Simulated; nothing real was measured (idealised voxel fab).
process module | voxel self aligned contacts
cross-section cut | 185 nm wide | cells 5 nm
A cross-section is a grid of square cells, given in bands from the top down. A band is one or more rows of cells.
Each band's line starts with the height of the band's top and of its bottom, in nm. Then come its materials from left to right, each with its width in nm. One material with "throughout" fills the band from edge to edge. "air" is empty space.
Height 0 is the level under which the wafer as received is all one material. The lowest band goes on downwards, as in "0 down".
A width such as "30 to 40" changes by the same amount from each row of cells to the next, from the band's top row to its bottom row.
"no change" after a step means that no cell of the cross-section changed.
closed voids: empty space of 8 cells or more with no open way to the top, each as width x height at its distance from the left edge, in nm
after a step's settings: what the simulator itself notes on the step
overlay nm, on a step with a mask: how far to the right of its planned place the mask lay; to the left if negative
plan
1 op RECEIVE | material Si
2 op CONFORMAL_DEP | material SiO2 | thk nm 5
3 op DIRECTIONAL_DEP | material polySi | thk nm 25
4 op DIRECTIONAL_DEP | material SiN | thk nm 20
5 op MASKED_ETCH | tone cover | mask id GATE | width nm 25 | pitch nm 55 | etch materials SiN | depth nm 20 | overlay nm 0
6 op MASKED_ETCH | tone cover | mask id GATE | width nm 25 | pitch nm 55 | etch materials polySi | depth nm 25 | overlay nm 0
7 op CONFORMAL_DEP | material SiN | thk nm 5
8 op DIRECTIONAL_ETCH | etch materials SiN | depth nm 5
9 op FILL_DEP | material SiO2 | thk nm 15
10 op CMP | height nm 60
11 op DIRECTIONAL_DEP | material aC | thk nm 15
12 op PATTERN | tone open | mask id CONTACT | material resist | width nm 40 | thk nm 35 | overlay nm 0
13 op DIRECTIONAL_ETCH | etch materials aC | depth nm 15
14 op STRIP | etch materials resist
15 op DIRECTIONAL_ETCH | etch materials SiO2 | depth nm 60
16 op STRIP | etch materials aC
17 op CONFORMAL_DEP | material TiN | thk nm 5
18 op FILL_DEP | material Ru | thk nm 10
19 op CMP | height nm 60
20 op CONFORMAL_DEP | material SiCN | thk nm 5
first wafer, as planned
as received, after step 1
  0 down: Si throughout
  closed voids: none
after step 2
  5 to 0: SiO2 throughout
  below 0: unchanged
after step 3
  30 to 5: polySi throughout
  below 5: unchanged
after step 4
  50 to 30: SiN throughout
  below 30: unchanged
after step 5
  50 to 30: air 50 | SiN 25 | air 30 | SiN 25 | air 55
  below 30: unchanged
after step 6
  50 to 30: air 50 | SiN 25 | air 30 | SiN 25 | air 55
  30 to 5: air 50 | polySi 25 | air 30 | polySi 25 | air 55
  below 5: unchanged
after step 7
  55 to 30: air 45 | SiN 35 | air 20 | SiN 35 | air 50
  30 to 10: air 45 | SiN 5 | polySi 25 | SiN 5 | air 20 | SiN 5 | polySi 25 | SiN 5 | air 50
  10 to 5: SiN 50 | polySi 25 | SiN 30 | polySi 25 | SiN 55
  below 5: unchanged
after step 8
  50 to 30: air 45 | SiN 35 | air 20 | SiN 35 | air 50
  30 to 5: air 45 | SiN 5 | polySi 25 | SiN 5 | air 20 | SiN 5 | polySi 25 | SiN 5 | air 50
  below 5: unchanged
after step 9
  65 to 50: SiO2 throughout
  50 to 30: SiO2 45 | SiN 35 | SiO2 20 | SiN 35 | SiO2 50
  30 to 5: SiO2 45 | SiN 5 | polySi 25 | SiN 5 | SiO2 20 | SiN 5 | polySi 25 | SiN 5 | SiO2 50
  below 5: unchanged
after step 10
  60 to 50: SiO2 throughout
  below 50: unchanged
after step 11
  75 to 60: aC throughout
  below 60: unchanged
after step 12
  110 to 75: resist 70 | air 40 | resist 75
  below 75: unchanged
after step 13
  95 to 75: resist 70 | air 40 | resist 75
  75 to 60: aC 70 | air 40 | aC 75
  below 60: unchanged
after step 14
  75 to 60: aC 70 | air 40 | aC 75
  below 60: unchanged
after step 15
  75 to 60: aC 70 | air 40 | aC 75
  60 to 50: SiO2 70 | air 40 | SiO2 75
  50 to 30: SiO2 45 | SiN 35 | air 20 | SiN 35 | SiO2 50
  30 to 5: SiO2 45 | SiN 5 | polySi 25 | SiN 5 | air 20 | SiN 5 | polySi 25 | SiN 5 | SiO2 50
  5 to 0: SiO2 80 | air 20 | SiO2 85
  below 0: unchanged
after step 16
  60 to 50: SiO2 70 | air 40 | SiO2 75
  below 50: unchanged
after step 17
  65 to 60: TiN 75 | air 30 | TiN 80
  60 to 50: SiO2 70 | TiN 5 to 15 | air 30 to 10 | TiN 5 to 15 | SiO2 75
  50 to 30: SiO2 45 | SiN 35 | TiN 5 | air 10 | TiN 5 | SiN 35 | SiO2 50
  30 to 5: SiO2 45 | SiN 5 | polySi 25 | SiN 5 | TiN 5 | air 10 | TiN 5 | SiN 5 | polySi 25 | SiN 5 | SiO2 50
  5 to 0: SiO2 80 | TiN 20 | SiO2 85
  below 0: unchanged
after step 18
  75 to 65: Ru throughout
  65 to 60: TiN 75 | Ru 30 | TiN 80
  60 to 50: SiO2 70 | TiN 5 to 15 | Ru 30 to 10 | TiN 5 to 15 | SiO2 75
  50 to 30: SiO2 45 | SiN 35 | TiN 5 | Ru 10 | TiN 5 | SiN 35 | SiO2 50
  30 to 5: SiO2 45 | SiN 5 | polySi 25 | SiN 5 | TiN 5 | Ru 10 | TiN 5 | SiN 5 | polySi 25 | SiN 5 | SiO2 50
  below 5: unchanged
after step 19
  60 to 50: SiO2 70 | TiN 5 to 15 | Ru 30 to 10 | TiN 5 to 15 | SiO2 75
  below 50: unchanged
after step 20
  65 to 60: SiCN throughout
  below 60: unchanged
second wafer: like start, like plan, one mistake. Through step 3 it matches the first wafer
when step 4 should have ended
  70 to 30: SiN throughout
  below 30: unchanged
when step 5 should have ended
  70 to 50: air 50 | SiN 25 | air 30 | SiN 25 | air 55
  below 50: unchanged
when step 6 should have ended: no change
when step 7 should have ended
  75 to 55: air 45 | SiN 35 | air 20 | SiN 35 | air 50
  55 to 30: SiN throughout
  below 30: unchanged
when step 8 should have ended
  70 to 50: air 45 | SiN 35 | air 20 | SiN 35 | air 50
  below 50: unchanged
when step 9 should have ended
  85 to 70: SiO2 throughout
  70 to 50: SiO2 45 | SiN 35 | SiO2 20 | SiN 35 | SiO2 50
  below 50: unchanged
when step 10 should have ended
  60 to 50: SiO2 45 | SiN 35 | SiO2 20 | SiN 35 | SiO2 50
  below 50: unchanged
when step 11 should have ended
  75 to 60: aC throughout
  below 60: unchanged
when step 12 should have ended
  110 to 75: resist 70 | air 40 | resist 75
  below 75: unchanged
when step 13 should have ended
  95 to 75: resist 70 | air 40 | resist 75
  75 to 60: aC 70 | air 40 | aC 75
  below 60: unchanged
when step 14 should have ended
  75 to 60: aC 70 | air 40 | aC 75
  below 60: unchanged
when step 15 should have ended
  75 to 60: aC 70 | air 40 | aC 75
  60 to 50: SiO2 45 | SiN 35 | air 20 | SiN 35 | SiO2 50
  below 50: unchanged
when step 16 should have ended
  60 to 50: SiO2 45 | SiN 35 | air 20 | SiN 35 | SiO2 50
  below 50: unchanged
when step 17 should have ended
  65 to 60: TiN 85 | air 10 | TiN 90
  60 to 55: SiO2 45 | SiN 35 | TiN 5 | air 10 | TiN 5 | SiN 35 | SiO2 50
  55 to 50: SiO2 45 | SiN 35 | TiN 20 | SiN 35 | SiO2 50
  below 50: unchanged
when step 18 should have ended
  75 to 65: Ru throughout
  65 to 60: TiN 85 | Ru 10 | TiN 90
  60 to 55: SiO2 45 | SiN 35 | TiN 5 | Ru 10 | TiN 5 | SiN 35 | SiO2 50
  below 55: unchanged
when step 19 should have ended
  60 to 55: SiO2 45 | SiN 35 | TiN 5 | Ru 10 | TiN 5 | SiN 35 | SiO2 50
  below 55: unchanged
when step 20 should have ended
  65 to 60: SiCN throughout
  below 60: unchanged
what went wrong: step 4 was run twice
at the end the second wafer has, in cells: 24 fewer of Ru | 100 more of SiN | 187 fewer of SiO2 | 24 fewer of TiN | 135 more of polySi
